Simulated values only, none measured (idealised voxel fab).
Title: Process Module voxel plated lines
Cross-sectional view cut (width: 300 nm; square cell size: 5 nm).
In what follows, cross-sections appear as grids of square cells, described through bands that run from the top down, where every band is one or more rows of cells.
Per band: top height and bottom height in nm, followed by the left-to-right materials and their widths in nm; "full width" marks a single material spanning edge to edge, "air" marks empty space.
The level at which height equals 0 is the one under which the wafer, as it arrives, is entirely one material. No lower edge exists for the bottom band, which continues downward and is notated as in "0 nm and below".
The notation "30..40" denotes a width that varies across the rows of cells in the band, beginning at the first number in the top row, finishing at the second number in the bottom row, and changing by an identical amount from each row to the next.
Where a step carries "stayed the same", the cross-section came out of it unchanged, cell for cell.
"Trapped voids" enumerates empty spaces isolated from the top, with no open way to it, that contain at least 8 cells, giving each as width x height at distance from the left edge, all three in nm.
Whatever follows a step's settings on its line is a remark the simulator itself makes about that step.
overlay nm: how far to the right of its planned place the mask lay on this masked step (negative: to the left).

BELOW IS THE LIST OF PLANNED PROCESS STEPS
1) RECEIVE: material Si
2) CONFORMAL_DEP: material Al2O3, thk nm 10
3) DIRECTIONAL_DEP: material TiN, thk nm 5
4) PATTERN: tone open, mask id LINES, material resist, width nm 15, pitch nm 45, thk nm 35, overlay nm 0
5) EPI: material Ru, thk nm 10
6) EPI: material Ru, thk nm 10
7) EPI: material Ru, thk nm 10
8) STRIP: etch materials resist
9) DIRECTIONAL_ETCH: etch materials TiN, depth nm 5
10) CONFORMAL_DEP: material SiN, thk nm 5

CONCERNING THE FIRST OF TWO WAFERS, WHICH WAS RUN IN ACCORDANCE WITH THE PLAN

STEP 1 COMPLETE: CROSS-SECTION OF THE WAFER AS RECEIVED
- 0 nm and below: Si full width
- Trapped voids: none

SO THIS IS THE WAFER CROSS-SECTION RIGHT AFTER STEP 2
- 10 nm to 0 nm: Al2O3 full width
- At heights below 0, the structure remains unaltered.

SO THIS IS THE WAFER CROSS-SECTION RIGHT AFTER STEP 3
- 15 nm to 10 nm: TiN full width
- At heights below 10, the structure remains unaltered.

SO THIS IS THE WAFER CROSS-SECTION RIGHT AFTER STEP 4
- 50 nm to 15 nm: resist: 95, air: 15, resist: 30, air: 15, resist: 30, air: 15, resist: 100
- At heights below 15, the structure remains unaltered.

SO THIS IS THE WAFER CROSS-SECTION RIGHT AFTER STEP 5
- 50 nm to 25 nm: resist: 95, air: 15, resist: 30, air: 15, resist: 30, air: 15, resist: 100
- 25 nm to 15 nm: resist: 95, Ru: 15, resist: 30, Ru: 15, resist: 30, Ru: 15, resist: 100
- At heights below 15, the structure remains unaltered.

SO THIS IS THE WAFER CROSS-SECTION RIGHT AFTER STEP 6
- 50 nm to 35 nm: resist: 95, air: 15, resist: 30, air: 15, resist: 30, air: 15, resist: 100
- 35 nm to 15 nm: resist: 95, Ru: 15, resist: 30, Ru: 15, resist: 30, Ru: 15, resist: 100
- At heights below 15, the structure remains unaltered.

SO THIS IS THE WAFER CROSS-SECTION RIGHT AFTER STEP 7
- 50 nm to 45 nm: resist: 95, air: 15, resist: 30, air: 15, resist: 30, air: 15, resist: 100
- 45 nm to 15 nm: resist: 95, Ru: 15, resist: 30, Ru: 15, resist: 30, Ru: 15, resist: 100
- At heights below 15, the structure remains unaltered.

SO THIS IS THE WAFER CROSS-SECTION RIGHT AFTER STEP 8
- 45 nm to 15 nm: air: 95, Ru: 15, air: 30, Ru: 15, air: 30, Ru: 15, air: 100
- At heights below 15, the structure remains unaltered.

SO THIS IS THE WAFER CROSS-SECTION RIGHT AFTER STEP 9
- 45 nm to 15 nm: air: 95, Ru: 15, air: 30, Ru: 15, air: 30, Ru: 15, air: 100
- 15 nm to 10 nm: air: 95, TiN: 15, air: 30, TiN: 15, air: 30, TiN: 15, air: 100
- At heights below 10, the structure remains unaltered.

SO THIS IS THE WAFER CROSS-SECTION RIGHT AFTER STEP 10
- 50 nm to 45 nm: air: 90, SiN: 25, air: 20, SiN: 25, air: 20, SiN: 25, air: 95
- 45 nm to 15 nm: air: 90, SiN: 5, Ru: 15, SiN: 5, air: 20, SiN: 5, Ru: 15, SiN: 5, air: 20, SiN: 5, Ru: 15, SiN: 5, air: 95
- 15 nm to 10 nm: SiN: 95, TiN: 15, SiN: 30, TiN: 15, SiN: 30, TiN: 15, SiN: 100
- At heights below 10, the structure remains unaltered.

IT IS TO BE NOTED THAT THE SECOND WAFER PROCEEDED FROM THE SAME INITIAL STATE AND ACCORDING TO THE SAME PLAN AS THE FIRST, ALTHOUGH ONE MISTAKE WAS COMMITTED IN ITS EXECUTION; THROUGH STEP 4, INCLUSIVE, THE TWO WAFERS SHARE AN IDENTICAL HISTORY

AT THE PLANNED END OF STEP 7, THE SECOND WAFER IN CROSS-SECTION
- 55 nm to 50 nm: air: 90, Ru: 25, air: 20, Ru: 25, air: 20, Ru: 25, air: 95
- 50 nm to 15 nm: resist: 95, Ru: 15, resist: 30, Ru: 15, resist: 30, Ru: 15, resist: 100
- At heights below 15, the structure remains unaltered.

AT THE PLANNED END OF STEP 8, THE SECOND WAFER IN CROSS-SECTION
- 55 nm to 50 nm: air: 90, Ru: 25, air: 20, Ru: 25, air: 20, Ru: 25, air: 95
- 50 nm to 15 nm: air: 95, Ru: 15, air: 30, Ru: 15, air: 30, Ru: 15, air: 100
- At heights below 15, the structure remains unaltered.

AT THE PLANNED END OF STEP 9, THE SECOND WAFER IN CROSS-SECTION
- 55 nm to 50 nm: air: 90, Ru: 25, air: 20, Ru: 25, air: 20, Ru: 25, air: 95
- 50 nm to 15 nm: air: 95, Ru: 15, air: 30, Ru: 15, air: 30, Ru: 15, air: 100
- 15 nm to 10 nm: air: 90, TiN: 25, air: 20, TiN: 25, air: 20, TiN: 25, air: 95
- At heights below 10, the structure remains unaltered.

AT THE PLANNED END OF STEP 10, THE SECOND WAFER IN CROSS-SECTION
- 60 nm to 55 nm: air: 85, SiN: 35, air: 10, SiN: 35, air: 10, SiN: 35, air: 90
- 55 nm to 45 nm: air: 85, SiN: 5..10, Ru: 25..15, SiN: 5..10, air: 10, SiN: 5..10, Ru: 25..15, SiN: 5..10, air: 10, SiN: 5..10, Ru: 25..15, SiN: 5..10, air: 90
- 45 nm to 20 nm: air: 90, SiN: 5, Ru: 15, SiN: 5, air: 20, SiN: 5, Ru: 15, SiN: 5, air: 20, SiN: 5, Ru: 15, SiN: 5, air: 95
- 20 nm to 15 nm: air: 85, SiN: 10, Ru: 15, SiN: 10, air: 10, SiN: 10, Ru: 15, SiN: 10, air: 10, SiN: 10, Ru: 15, SiN: 10, air: 90
- 15 nm to 10 nm: SiN: 90, TiN: 25, SiN: 20, TiN: 25, SiN: 20, TiN: 25, SiN: 95
- At heights below 10, the structure remains unaltered.
Deviation from plan: one of the matching steps 5, 6 and 7 was carried out twice, and there is no way to identify which
The closing comparison, in cells, has the second wafer with more or fewer of some materials than the first: 24 more of Ru; 24 more of SiN; 6 more of TiN
